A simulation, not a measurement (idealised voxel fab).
process module | voxel wiring stack
For reference, the cross-section in this document is cut, with width 185 nm and square cells of 5 nm.
Format of a cross-section: grid, square cells. Given as bands. Order: top down. Band: one or more rows of cells. Quick guide to a band line: top height, bottom height (nm) up front; then every material left to right with its width in nm. Only one material and it's marked "everywhere"? Then it fills the band edge to edge. And "empty" just means empty space. Below 0: as-received wafer, all one material; heights counted from there. Lowest band: no bottom, goes on down, written "0 down". Graded width ("30..40"): value in top row of band = first number; value in bottom row = second number; row-to-row change constant. What does "nothing was modified" mean for a step? It means no cell of the cross-section changed in that step. Listed in "Completely sealed voids": every empty space of 8 or more cells without an open way to the top. Form: width x height at distance, the distance being from the left edge, all in nm. Formally, on a step line, whatever follows the settings is a remark that the simulator itself makes on the step. "overlay nm", when on a step's line for a step with a mask, measures how far to the right of its planned place the mask lay; a negative measure means to the left.
The planned process steps are enumerated hereunder:
1,RECEIVE: material Si
2,CONFORMAL_DEP: material SiO2, thk nm 15
3,DIRECTIONAL_DEP: material TiN, thk nm 5
4,DIRECTIONAL_DEP: material W, thk nm 15
5,PATTERN: tone cover, mask id METAL_1, material resist, width nm 20, pitch nm 45, thk nm 20, overlay nm 0
6,DIRECTIONAL_ETCH: etch materials W, depth nm 15
7,DIRECTIONAL_ETCH: etch materials TiN, depth nm 5
8,STRIP: etch materials resist
9,CONFORMAL_DEP: material SiN, thk nm 5
10,FILL_DEP: material lowk, thk nm 5
11,CMP: height nm 35
12,CONFORMAL_DEP: material SiCN, thk nm 5
13,DIRECTIONAL_DEP: material SiO2, thk nm 35
14,MASKED_ETCH: tone open, mask id METAL_2, width nm 20, pitch nm 45, etch materials SiO2, depth nm 20, overlay nm 0
15,DIRECTIONAL_DEP: material aC, thk nm 15
16,PATTERN: tone open, mask id METAL_2_HOLES, material resist, width nm 15, pitch nm 45, thk nm 35, overlay nm 0
17,DIRECTIONAL_ETCH: etch materials aC, depth nm 15
18,STRIP: etch materials resist
19,DIRECTIONAL_ETCH: etch materials SiO2, depth nm 15
20,DIRECTIONAL_ETCH: etch materials SiCN, depth nm 5
21,STRIP: etch materials aC
22,CONFORMAL_DEP: material TiN, thk nm 5
23,FILL_DEP: material Cu, thk nm 5
24,CMP: height nm 75
25,CONFORMAL_DEP: material SiCN, thk nm 5
26,DIRECTIONAL_DEP: material lowk, thk nm 10
27,PATTERN: tone open, mask id PLUG_2, material resist, width nm 15, thk nm 20, overlay nm 0
28,DIRECTIONAL_ETCH: etch materials lowk, depth nm 10
29,DIRECTIONAL_ETCH: etch materials SiCN, depth nm 5
30,STRIP: etch materials resist
31,CONFORMAL_DEP: material TiN, thk nm 5
32,FILL_DEP: material W, thk nm 5
33,CMP: height nm 90
34,CONFORMAL_DEP: material SiCN, thk nm 5
35,DIRECTIONAL_DEP: material SiO2, thk nm 25
36,PATTERN: tone open, mask id METAL_3, material resist, width nm 20, pitch nm 45, thk nm 20, overlay nm 0
37,DIRECTIONAL_ETCH: etch materials SiO2, depth nm 25
38,DIRECTIONAL_ETCH: etch materials SiCN, depth nm 5
39,STRIP: etch materials resist
40,CONFORMAL_DEP: material TiN, thk nm 5
41,FILL_DEP: material Cu, thk nm 10
42,CMP: height nm 120
43,CONFORMAL_DEP: material SiCN, thk nm 5
44,DIRECTIONAL_DEP: material lowk, thk nm 10
45,PATTERN: tone open, mask id PLUG_3, material resist, width nm 15, pitch nm 45, thk nm 15, overlay nm 0
46,DIRECTIONAL_ETCH: etch materials lowk, depth nm 10
47,DIRECTIONAL_ETCH: etch materials SiCN, depth nm 5
48,STRIP: etch materials resist
49,EPI: material Ru, thk nm 10
50,EPI: material Ru, thk nm 5
51,DIRECTIONAL_DEP: material TiN, thk nm 5
52,DIRECTIONAL_DEP: material W, thk nm 25
53,MASKED_ETCH: tone cover, mask id METAL_4, width nm 20, pitch nm 45, etch materials W, depth nm 25, overlay nm 0
54,MASKED_ETCH: tone cover, mask id METAL_4, width nm 20, pitch nm 45, etch materials TiN, depth nm 5, overlay nm 0
55,CONFORMAL_DEP: material SiN, thk nm 5
56,FILL_DEP: material SiO2, thk nm 10
57,CMP: height nm 165
58,CONFORMAL_DEP: material SiN, thk nm 5
First wafer out of two, processed as planned:
Incoming wafer in cross-section (state: after step 1):
	0 down | Si everywhere
	Completely sealed voids: none
After step 2, in cross-section:
	15 to 0 | SiO2 everywhere
	Below a height of 0, the structure has not been altered.
After step 3, in cross-section:
	20 to 15 | TiN everywhere
	Below a height of 15, the structure has not been altered.
After step 4, in cross-section:
	35 to 20 | W everywhere
	Below a height of 20, the structure has not been altered.
After step 5, in cross-section:
	55 to 35 | empty 60 / resist 20 / empty 25 / resist 20 / empty 60
	Below a height of 35, the structure has not been altered.
After step 6, in cross-section:
	55 to 35 | empty 60 / resist 20 / empty 25 / resist 20 / empty 60
	35 to 20 | empty 60 / W 20 / empty 25 / W 20 / empty 60
	Below a height of 20, the structure has not been altered.
After step 7, in cross-section:
	55 to 35 | empty 60 / resist 20 / empty 25 / resist 20 / empty 60
	35 to 20 | empty 60 / W 20 / empty 25 / W 20 / empty 60
	20 to 15 | empty 60 / TiN 20 / empty 25 / TiN 20 / empty 60
	Below a height of 15, the structure has not been altered.
After step 8, in cross-section:
	35 to 20 | empty 60 / W 20 / empty 25 / W 20 / empty 60
	Below a height of 20, the structure has not been altered.
After step 9, in cross-section:
	40 to 35 | empty 55 / SiN 30 / empty 15 / SiN 30 / empty 55
	35 to 20 | empty 55 / SiN 5 / W 20 / SiN 5 / empty 15 / SiN 5 / W 20 / SiN 5 / empty 55
	20 to 15 | SiN 60 / TiN 20 / SiN 25 / TiN 20 / SiN 60
	Below a height of 15, the structure has not been altered.
After step 10, in cross-section:
	45 to 40 | lowk everywhere
	40 to 35 | lowk 55 / SiN 30 / lowk 15 / SiN 30 / lowk 55
	35 to 20 | lowk 55 / SiN 5 / W 20 / SiN 5 / lowk 15 / SiN 5 / W 20 / SiN 5 / lowk 55
	Below a height of 20, the structure has not been altered.
After step 11, in cross-section:
	35 to 20 | lowk 55 / SiN 5 / W 20 / SiN 5 / lowk 15 / SiN 5 / W 20 / SiN 5 / lowk 55
	Below a height of 20, the structure has not been altered.
After step 12, in cross-section:
	40 to 35 | SiCN everywhere
	Below a height of 35, the structure has not been altered.
After step 13, in cross-section:
	75 to 40 | SiO2 everywhere
	Below a height of 40, the structure has not been altered.
After step 14, in cross-section:
	75 to 55 | SiO2 60 / empty 20 / SiO2 25 / empty 20 / SiO2 60
	Below a height of 55, the structure has not been altered.
After step 15, in cross-section:
	90 to 75 | aC 60 / empty 20 / aC 25 / empty 20 / aC 60
	75 to 70 | SiO2 60 / empty 20 / SiO2 25 / empty 20 / SiO2 60
	70 to 55 | SiO2 60 / aC 20 / SiO2 25 / aC 20 / SiO2 60
	Below a height of 55, the structure has not been altered.
After step 16, in cross-section:
	125 to 90 | resist 60 / empty 15 / resist 30 / empty 15 / resist 65
	90 to 75 | aC 60 / empty 15 / resist 5 / aC 25 / empty 15 / resist 5 / aC 60
	75 to 70 | SiO2 60 / empty 15 / resist 5 / SiO2 25 / empty 15 / resist 5 / SiO2 60
	Below a height of 70, the structure has not been altered.
After step 17, in cross-section:
	110 to 90 | resist 60 / empty 15 / resist 30 / empty 15 / resist 65
	90 to 75 | aC 60 / empty 15 / resist 5 / aC 25 / empty 15 / resist 5 / aC 60
	75 to 70 | SiO2 60 / empty 15 / resist 5 / SiO2 25 / empty 15 / resist 5 / SiO2 60
	70 to 55 | SiO2 60 / empty 15 / aC 5 / SiO2 25 / empty 15 / aC 5 / SiO2 60
	Below a height of 55, the structure has not been altered.
After step 18, in cross-section:
	90 to 75 | aC 60 / empty 20 / aC 25 / empty 20 / aC 60
	75 to 70 | SiO2 60 / empty 20 / SiO2 25 / empty 20 / SiO2 60
	Below a height of 70, the structure has not been altered.
After step 19, in cross-section:
	90 to 75 | aC 60 / empty 20 / aC 25 / empty 20 / aC 60
	75 to 70 | SiO2 60 / empty 20 / SiO2 25 / empty 20 / SiO2 60
	70 to 55 | SiO2 60 / empty 15 / aC 5 / SiO2 25 / empty 15 / aC 5 / SiO2 60
	55 to 40 | SiO2 60 / empty 15 / SiO2 30 / empty 15 / SiO2 65
	Below a height of 40, the structure has not been altered.
After step 20, in cross-section:
	90 to 75 | aC 60 / empty 20 / aC 25 / empty 20 / aC 60
	75 to 70 | SiO2 60 / empty 20 / SiO2 25 / empty 20 / SiO2 60
	70 to 55 | SiO2 60 / empty 15 / aC 5 / SiO2 25 / empty 15 / aC 5 / SiO2 60
	55 to 40 | SiO2 60 / empty 15 / SiO2 30 / empty 15 / SiO2 65
	40 to 35 | SiCN 60 / empty 15 / SiCN 30 / empty 15 / SiCN 65
	Below a height of 35, the structure has not been altered.
After step 21, in cross-section:
	75 to 55 | SiO2 60 / empty 20 / SiO2 25 / empty 20 / SiO2 60
	Below a height of 55, the structure has not been altered.
After step 22, in cross-section:
	80 to 75 | TiN 65 / empty 10 / TiN 35 / empty 10 / TiN 65
	75 to 60 | SiO2 60 / TiN 5 / empty 10 / TiN 5 / SiO2 25 / TiN 5 / empty 10 / TiN 5 / SiO2 60
	60 to 55 | SiO2 60 / TiN 5 / empty 5 / TiN 10 / SiO2 25 / TiN 5 / empty 5 / TiN 10 / SiO2 60
	55 to 40 | SiO2 60 / TiN 5 / empty 5 / TiN 5 / SiO2 30 / TiN 5 / empty 5 / TiN 5 / SiO2 65
	40 to 35 | SiCN 60 / TiN 15 / SiCN 30 / TiN 15 / SiCN 65
	Below a height of 35, the structure has not been altered.
After step 23, in cross-section:
	85 to 80 | Cu everywhere
	80 to 75 | TiN 65 / Cu 10 / TiN 35 / Cu 10 / TiN 65
	75 to 60 | SiO2 60 / TiN 5 / Cu 10 / TiN 5 / SiO2 25 / TiN 5 / Cu 10 / TiN 5 / SiO2 60
	60 to 55 | SiO2 60 / TiN 5 / Cu 5 / TiN 10 / SiO2 25 / TiN 5 / Cu 5 / TiN 10 / SiO2 60
	55 to 40 | SiO2 60 / TiN 5 / Cu 5 / TiN 5 / SiO2 30 / TiN 5 / Cu 5 / TiN 5 / SiO2 65
	Below a height of 40, the structure has not been altered.
After step 24, in cross-section:
	75 to 60 | SiO2 60 / TiN 5 / Cu 10 / TiN 5 / SiO2 25 / TiN 5 / Cu 10 / TiN 5 / SiO2 60
	Below a height of 60, the structure has not been altered.
After step 25, in cross-section:
	80 to 75 | SiCN everywhere
	Below a height of 75, the structure has not been altered.
After step 26, in cross-section:
	90 to 80 | lowk everywhere
	Below a height of 80, the structure has not been altered.
After step 27, in cross-section:
	110 to 90 | resist 60 / empty 15 / resist 110
	Below a height of 90, the structure has not been altered.
After step 28, in cross-section:
	110 to 90 | resist 60 / empty 15 / resist 110
	90 to 80 | lowk 60 / empty 15 / lowk 110
	Below a height of 80, the structure has not been altered.
After step 29, in cross-section:
	110 to 90 | resist 60 / empty 15 / resist 110
	90 to 80 | lowk 60 / empty 15 / lowk 110
	80 to 75 | SiCN 60 / empty 15 / SiCN 110
	Below a height of 75, the structure has not been altered.
After step 30, in cross-section:
	90 to 80 | lowk 60 / empty 15 / lowk 110
	Below a height of 80, the structure has not been altered.
After step 31, in cross-section:
	95 to 90 | TiN 65 / empty 5 / TiN 115
	90 to 80 | lowk 60 / TiN 5 / empty 5 / TiN 5 / lowk 110
	80 to 75 | SiCN 60 / TiN 15 / SiCN 110
	Below a height of 75, the structure has not been altered.
After step 32, in cross-section:
	100 to 95 | W everywhere
	95 to 90 | TiN 65 / W 5 / TiN 115
	90 to 80 | lowk 60 / TiN 5 / W 5 / TiN 5 / lowk 110
	Below a height of 80, the structure has not been altered.
After step 33, in cross-section:
	90 to 80 | lowk 60 / TiN 5 / W 5 / TiN 5 / lowk 110
	Below a height of 80, the structure has not been altered.
After step 34, in cross-section:
	95 to 90 | SiCN everywhere
	Below a height of 90, the structure has not been altered.
After step 35, in cross-section:
	120 to 95 | SiO2 everywhere
	Below a height of 95, the structure has not been altered.
After step 36, in cross-section:
	140 to 120 | resist 60 / empty 20 / resist 25 / empty 20 / resist 60
	Below a height of 120, the structure has not been altered.
After step 37, in cross-section:
	140 to 120 | resist 60 / empty 20 / resist 25 / empty 20 / resist 60
	120 to 95 | SiO2 60 / empty 20 / SiO2 25 / empty 20 / SiO2 60
	Below a height of 95, the structure has not been altered.
After step 38, in cross-section:
	140 to 120 | resist 60 / empty 20 / resist 25 / empty 20 / resist 60
	120 to 95 | SiO2 60 / empty 20 / SiO2 25 / empty 20 / SiO2 60
	95 to 90 | SiCN 60 / empty 20 / SiCN 25 / empty 20 / SiCN 60
	Below a height of 90, the structure has not been altered.
After step 39, in cross-section:
	120 to 95 | SiO2 60 / empty 20 / SiO2 25 / empty 20 / SiO2 60
	Below a height of 95, the structure has not been altered.
After step 40, in cross-section:
	125 to 120 | TiN 65 / empty 10 / TiN 35 / empty 10 / TiN 65
	120 to 95 | SiO2 60 / TiN 5 / empty 10 / TiN 5 / SiO2 25 / TiN 5 / empty 10 / TiN 5 / SiO2 60
	95 to 90 | SiCN 60 / TiN 20 / SiCN 25 / TiN 20 / SiCN 60
	Below a height of 90, the structure has not been altered.
After step 41, in cross-section:
	135 to 125 | Cu everywhere
	125 to 120 | TiN 65 / Cu 10 / TiN 35 / Cu 10 / TiN 65
	120 to 95 | SiO2 60 / TiN 5 / Cu 10 / TiN 5 / SiO2 25 / TiN 5 / Cu 10 / TiN 5 / SiO2 60
	Below a height of 95, the structure has not been altered.
After step 42, in cross-section:
	120 to 95 | SiO2 60 / TiN 5 / Cu 10 / TiN 5 / SiO2 25 / TiN 5 / Cu 10 / TiN 5 / SiO2 60
	Below a height of 95, the structure has not been altered.
After step 43, in cross-section:
	125 to 120 | SiCN everywhere
	Below a height of 120, the structure has not been altered.
After step 44, in cross-section:
	135 to 125 | lowk everywhere
	Below a height of 125, the structure has not been altered.
After step 45, in cross-section:
	150 to 135 | resist 60 / empty 15 / resist 30 / empty 15 / resist 65
	Below a height of 135, the structure has not been altered.
After step 46, in cross-section:
	150 to 135 | resist 60 / empty 15 / resist 30 / empty 15 / resist 65
	135 to 125 | lowk 60 / empty 15 / lowk 30 / empty 15 / lowk 65
	Below a height of 125, the structure has not been altered.
After step 47, in cross-section:
	150 to 135 | resist 60 / empty 15 / resist 30 / empty 15 / resist 65
	135 to 125 | lowk 60 / empty 15 / lowk 30 / empty 15 / lowk 65
	125 to 120 | SiCN 60 / empty 15 / SiCN 30 / empty 15 / SiCN 65
	Below a height of 120, the structure has not been altered.
After step 48, in cross-section:
	135 to 125 | lowk 60 / empty 15 / lowk 30 / empty 15 / lowk 65
	Below a height of 125, the structure has not been altered.
After step 49, in cross-section:
	135 to 130 | lowk 60 / empty 15 / lowk 30 / empty 15 / lowk 65
	130 to 125 | lowk 60 / Ru 15 / lowk 30 / Ru 15 / lowk 65
	125 to 120 | SiCN 60 / Ru 15 / SiCN 30 / Ru 15 / SiCN 65
	Below a height of 120, the structure has not been altered.
After step 50, in cross-section:
	135 to 125 | lowk 60 / Ru 15 / lowk 30 / Ru 15 / lowk 65
	Below a height of 125, the structure has not been altered.
After step 51, in cross-section:
	140 to 135 | TiN everywhere
	Below a height of 135, the structure has not been altered.
After step 52, in cross-section:
	165 to 140 | W everywhere
	Below a height of 140, the structure has not been altered.
After step 53, in cross-section:
	165 to 140 | empty 60 / W 20 / empty 25 / W 20 / empty 60
	Below a height of 140, the structure has not been altered.
After step 54, in cross-section:
	165 to 140 | empty 60 / W 20 / empty 25 / W 20 / empty 60
	140 to 135 | empty 60 / TiN 20 / empty 25 / TiN 20 / empty 60
	Below a height of 135, the structure has not been altered.
After step 55, in cross-section:
	170 to 165 | empty 55 / SiN 30 / empty 15 / SiN 30 / empty 55
	165 to 140 | empty 55 / SiN 5 / W 20 / SiN 5 / empty 15 / SiN 5 / W 20 / SiN 5 / empty 55
	140 to 135 | SiN 60 / TiN 20 / SiN 25 / TiN 20 / SiN 60
	Below a height of 135, the structure has not been altered.
After step 56, in cross-section:
	180 to 170 | SiO2 everywhere
	170 to 165 | SiO2 55 / SiN 30 / SiO2 15 / SiN 30 / SiO2 55
	165 to 140 | SiO2 55 / SiN 5 / W 20 / SiN 5 / SiO2 15 / SiN 5 / W 20 / SiN 5 / SiO2 55
	Below a height of 140, the structure has not been altered.
After step 57, in cross-section:
	165 to 140 | SiO2 55 / SiN 5 / W 20 / SiN 5 / SiO2 15 / SiN 5 / W 20 / SiN 5 / SiO2 55
	Below a height of 140, the structure has not been altered.
After step 58, in cross-section:
	170 to 165 | SiN everywhere
	Below a height of 165, the structure has not been altered.
Wafer two. Same start, same plan, one slip in execution. Same as wafer one through step 12, inclusive:
The second wafer in cross-section, at the planned close of step 13:
	110 to 40 | SiO2 everywhere
	Below a height of 40, the structure has not been altered.
The second wafer in cross-section, at the planned close of step 14:
	110 to 90 | SiO2 60 / empty 20 / SiO2 25 / empty 20 / SiO2 60
	Below a height of 90, the structure has not been altered.
The second wafer in cross-section, at the planned close of step 15:
	125 to 110 | aC 60 / empty 20 / aC 25 / empty 20 / aC 60
	110 to 105 | SiO2 60 / empty 20 / SiO2 25 / empty 20 / SiO2 60
	105 to 90 | SiO2 60 / aC 20 / SiO2 25 / aC 20 / SiO2 60
	Below a height of 90, the structure has not been altered.
The second wafer in cross-section, at the planned close of step 16:
	160 to 125 | resist 60 / empty 15 / resist 30 / empty 15 / resist 65
	125 to 110 | aC 60 / empty 15 / resist 5 / aC 25 / empty 15 / resist 5 / aC 60
	110 to 105 | SiO2 60 / empty 15 / resist 5 / SiO2 25 / empty 15 / resist 5 / SiO2 60
	Below a height of 105, the structure has not been altered.
The second wafer in cross-section, at the planned close of step 17:
	145 to 125 | resist 60 / empty 15 / resist 30 / empty 15 / resist 65
	125 to 110 | aC 60 / empty 15 / resist 5 / aC 25 / empty 15 / resist 5 / aC 60
	110 to 105 | SiO2 60 / empty 15 / resist 5 / SiO2 25 / empty 15 / resist 5 / SiO2 60
	105 to 90 | SiO2 60 / empty 15 / aC 5 / SiO2 25 / empty 15 / aC 5 / SiO2 60
	Below a height of 90, the structure has not been altered.
The second wafer in cross-section, at the planned close of step 18:
	125 to 110 | aC 60 / empty 20 / aC 25 / empty 20 / aC 60
	110 to 105 | SiO2 60 / empty 20 / SiO2 25 / empty 20 / SiO2 60
	Below a height of 105, the structure has not been altered.
The second wafer in cross-section, at the planned close of step 19:
	125 to 110 | aC 60 / empty 20 / aC 25 / empty 20 / aC 60
	110 to 105 | SiO2 60 / empty 20 / SiO2 25 / empty 20 / SiO2 60
	105 to 90 | SiO2 60 / empty 15 / aC 5 / SiO2 25 / empty 15 / aC 5 / SiO2 60
	90 to 75 | SiO2 60 / empty 15 / SiO2 30 / empty 15 / SiO2 65
	Below a height of 75, the structure has not been altered.
The second wafer in cross-section, at the planned close of step 20: nothing was modified
The second wafer in cross-section, at the planned close of step 21:
	110 to 90 | SiO2 60 / empty 20 / SiO2 25 / empty 20 / SiO2 60
	Below a height of 90, the structure has not been altered.
The second wafer in cross-section, at the planned close of step 22:
	115 to 110 | TiN 65 / empty 10 / TiN 35 / empty 10 / TiN 65
	110 to 95 | SiO2 60 / TiN 5 / empty 10 / TiN 5 / SiO2 25 / TiN 5 / empty 10 / TiN 5 / SiO2 60
	95 to 90 | SiO2 60 / TiN 5 / empty 5 / TiN 10 / SiO2 25 / TiN 5 / empty 5 / TiN 10 / SiO2 60
	90 to 80 | SiO2 60 / TiN 5 / empty 5 / TiN 5 / SiO2 30 / TiN 5 / empty 5 / TiN 5 / SiO2 65
	80 to 75 | SiO2 60 / TiN 15 / SiO2 30 / TiN 15 / SiO2 65
	Below a height of 75, the structure has not been altered.
The second wafer in cross-section, at the planned close of step 23:
	120 to 115 | Cu everywhere
	115 to 110 | TiN 65 / Cu 10 / TiN 35 / Cu 10 / TiN 65
	110 to 95 | SiO2 60 / TiN 5 / Cu 10 / TiN 5 / SiO2 25 / TiN 5 / Cu 10 / TiN 5 / SiO2 60
	95 to 90 | SiO2 60 / TiN 5 / Cu 5 / TiN 10 / SiO2 25 / TiN 5 / Cu 5 / TiN 10 / SiO2 60
	90 to 80 | SiO2 60 / TiN 5 / Cu 5 / TiN 5 / SiO2 30 / TiN 5 / Cu 5 / TiN 5 / SiO2 65
	Below a height of 80, the structure has not been altered.
The second wafer in cross-section, at the planned close of step 24:
	75 to 40 | SiO2 everywhere
	Below a height of 40, the structure has not been altered.
The second wafer in cross-section, at the planned close of step 25:
	80 to 75 | SiCN everywhere
	Below a height of 75, the structure has not been altered.
The second wafer in cross-section, at the planned close of step 26:
	90 to 80 | lowk everywhere
	Below a height of 80, the structure has not been altered.
The second wafer in cross-section, at the planned close of step 27:
	110 to 90 | resist 60 / empty 15 / resist 110
	Below a height of 90, the structure has not been altered.
The second wafer in cross-section, at the planned close of step 28:
	110 to 90 | resist 60 / empty 15 / resist 110
	90 to 80 | lowk 60 / empty 15 / lowk 110
	Below a height of 80, the structure has not been altered.
The second wafer in cross-section, at the planned close of step 29:
	110 to 90 | resist 60 / empty 15 / resist 110
	90 to 80 | lowk 60 / empty 15 / lowk 110
	80 to 75 | SiCN 60 / empty 15 / SiCN 110
	Below a height of 75, the structure has not been altered.
The second wafer in cross-section, at the planned close of step 30:
	90 to 80 | lowk 60 / empty 15 / lowk 110
	Below a height of 80, the structure has not been altered.
The second wafer in cross-section, at the planned close of step 31:
	95 to 90 | TiN 65 / empty 5 / TiN 115
	90 to 80 | lowk 60 / TiN 5 / empty 5 / TiN 5 / lowk 110
	80 to 75 | SiCN 60 / TiN 15 / SiCN 110
	Below a height of 75, the structure has not been altered.
The second wafer in cross-section, at the planned close of step 32:
	100 to 95 | W everywhere
	95 to 90 | TiN 65 / W 5 / TiN 115
	90 to 80 | lowk 60 / TiN 5 / W 5 / TiN 5 / lowk 110
	Below a height of 80, the structure has not been altered.
The second wafer in cross-section, at the planned close of step 33:
	90 to 80 | lowk 60 / TiN 5 / W 5 / TiN 5 / lowk 110
	Below a height of 80, the structure has not been altered.
The second wafer in cross-section, at the planned close of step 34:
	95 to 90 | SiCN everywhere
	Below a height of 90, the structure has not been altered.
The second wafer in cross-section, at the planned close of step 35:
	120 to 95 | SiO2 everywhere
	Below a height of 95, the structure has not been altered.
The second wafer in cross-section, at the planned close of step 36:
	140 to 120 | resist 60 / empty 20 / resist 25 / empty 20 / resist 60
	Below a height of 120, the structure has not been altered.
The second wafer in cross-section, at the planned close of step 37:
	140 to 120 | resist 60 / empty 20 / resist 25 / empty 20 / resist 60
	120 to 95 | SiO2 60 / empty 20 / SiO2 25 / empty 20 / SiO2 60
	Below a height of 95, the structure has not been altered.
The second wafer in cross-section, at the planned close of step 38:
	140 to 120 | resist 60 / empty 20 / resist 25 / empty 20 / resist 60
	120 to 95 | SiO2 60 / empty 20 / SiO2 25 / empty 20 / SiO2 60
	95 to 90 | SiCN 60 / empty 20 / SiCN 25 / empty 20 / SiCN 60
	Below a height of 90, the structure has not been altered.
The second wafer in cross-section, at the planned close of step 39:
	120 to 95 | SiO2 60 / empty 20 / SiO2 25 / empty 20 / SiO2 60
	Below a height of 95, the structure has not been altered.
The second wafer in cross-section, at the planned close of step 40:
	125 to 120 | TiN 65 / empty 10 / TiN 35 / empty 10 / TiN 65
	120 to 95 | SiO2 60 / TiN 5 / empty 10 / TiN 5 / SiO2 25 / TiN 5 / empty 10 / TiN 5 / SiO2 60
	95 to 90 | SiCN 60 / TiN 20 / SiCN 25 / TiN 20 / SiCN 60
	Below a height of 90, the structure has not been altered.
The second wafer in cross-section, at the planned close of step 41:
	135 to 125 | Cu everywhere
	125 to 120 | TiN 65 / Cu 10 / TiN 35 / Cu 10 / TiN 65
	120 to 95 | SiO2 60 / TiN 5 / Cu 10 / TiN 5 / SiO2 25 / TiN 5 / Cu 10 / TiN 5 / SiO2 60
	Below a height of 95, the structure has not been altered.
The second wafer in cross-section, at the planned close of step 42:
	120 to 95 | SiO2 60 / TiN 5 / Cu 10 / TiN 5 / SiO2 25 / TiN 5 / Cu 10 / TiN 5 / SiO2 60
	Below a height of 95, the structure has not been altered.
The second wafer in cross-section, at the planned close of step 43:
	125 to 120 | SiCN everywhere
	Below a height of 120, the structure has not been altered.
The second wafer in cross-section, at the planned close of step 44:
	135 to 125 | lowk everywhere
	Below a height of 125, the structure has not been altered.
The second wafer in cross-section, at the planned close of step 45:
	150 to 135 | resist 60 / empty 15 / resist 30 / empty 15 / resist 65
	Below a height of 135, the structure has not been altered.
The second wafer in cross-section, at the planned close of step 46:
	150 to 135 | resist 60 / empty 15 / resist 30 / empty 15 / resist 65
	135 to 125 | lowk 60 / empty 15 / lowk 30 / empty 15 / lowk 65
	Below a height of 125, the structure has not been altered.
The second wafer in cross-section, at the planned close of step 47:
	150 to 135 | resist 60 / empty 15 / resist 30 / empty 15 / resist 65
	135 to 125 | lowk 60 / empty 15 / lowk 30 / empty 15 / lowk 65
	125 to 120 | SiCN 60 / empty 15 / SiCN 30 / empty 15 / SiCN 65
	Below a height of 120, the structure has not been altered.
The second wafer in cross-section, at the planned close of step 48:
	135 to 125 | lowk 60 / empty 15 / lowk 30 / empty 15 / lowk 65
	Below a height of 125, the structure has not been altered.
The second wafer in cross-section, at the planned close of step 49:
	135 to 130 | lowk 60 / empty 15 / lowk 30 / empty 15 / lowk 65
	130 to 125 | lowk 60 / Ru 15 / lowk 30 / Ru 15 / lowk 65
	125 to 120 | SiCN 60 / Ru 15 / SiCN 30 / Ru 15 / SiCN 65
	Below a height of 120, the structure has not been altered.
The second wafer in cross-section, at the planned close of step 50:
	135 to 125 | lowk 60 / Ru 15 / lowk 30 / Ru 15 / lowk 65
	Below a height of 125, the structure has not been altered.
The second wafer in cross-section, at the planned close of step 51:
	140 to 135 | TiN everywhere
	Below a height of 135, the structure has not been altered.
The second wafer in cross-section, at the planned close of step 52:
	165 to 140 | W everywhere
	Below a height of 140, the structure has not been altered.
The second wafer in cross-section, at the planned close of step 53:
	165 to 140 | empty 60 / W 20 / empty 25 / W 20 / empty 60
	Below a height of 140, the structure has not been altered.
The second wafer in cross-section, at the planned close of step 54:
	165 to 140 | empty 60 / W 20 / empty 25 / W 20 / empty 60
	140 to 135 | empty 60 / TiN 20 / empty 25 / TiN 20 / empty 60
	Below a height of 135, the structure has not been altered.
The second wafer in cross-section, at the planned close of step 55:
	170 to 165 | empty 55 / SiN 30 / empty 15 / SiN 30 / empty 55
	165 to 140 | empty 55 / SiN 5 / W 20 / SiN 5 / empty 15 / SiN 5 / W 20 / SiN 5 / empty 55
	140 to 135 | SiN 60 / TiN 20 / SiN 25 / TiN 20 / SiN 60
	Below a height of 135, the structure has not been altered.
The second wafer in cross-section, at the planned close of step 56:
	180 to 170 | SiO2 everywhere
	170 to 165 | SiO2 55 / SiN 30 / SiO2 15 / SiN 30 / SiO2 55
	165 to 140 | SiO2 55 / SiN 5 / W 20 / SiN 5 / SiO2 15 / SiN 5 / W 20 / SiN 5 / SiO2 55
	Below a height of 140, the structure has not been altered.
The second wafer in cross-section, at the planned close of step 57:
	165 to 140 | SiO2 55 / SiN 5 / W 20 / SiN 5 / SiO2 15 / SiN 5 / W 20 / SiN 5 / SiO2 55
	Below a height of 140, the structure has not been altered.
The second wafer in cross-section, at the planned close of step 58:
	170 to 165 | SiN everywhere
	Below a height of 165, the structure has not been altered.
Where did the run depart from the plan? the plan's step 13 ran twice
Materials where the second wafer ends with more or fewer cells than the first: 20 fewer of Cu; 6 more of SiCN; 50 more of SiO2; 36 fewer of TiN
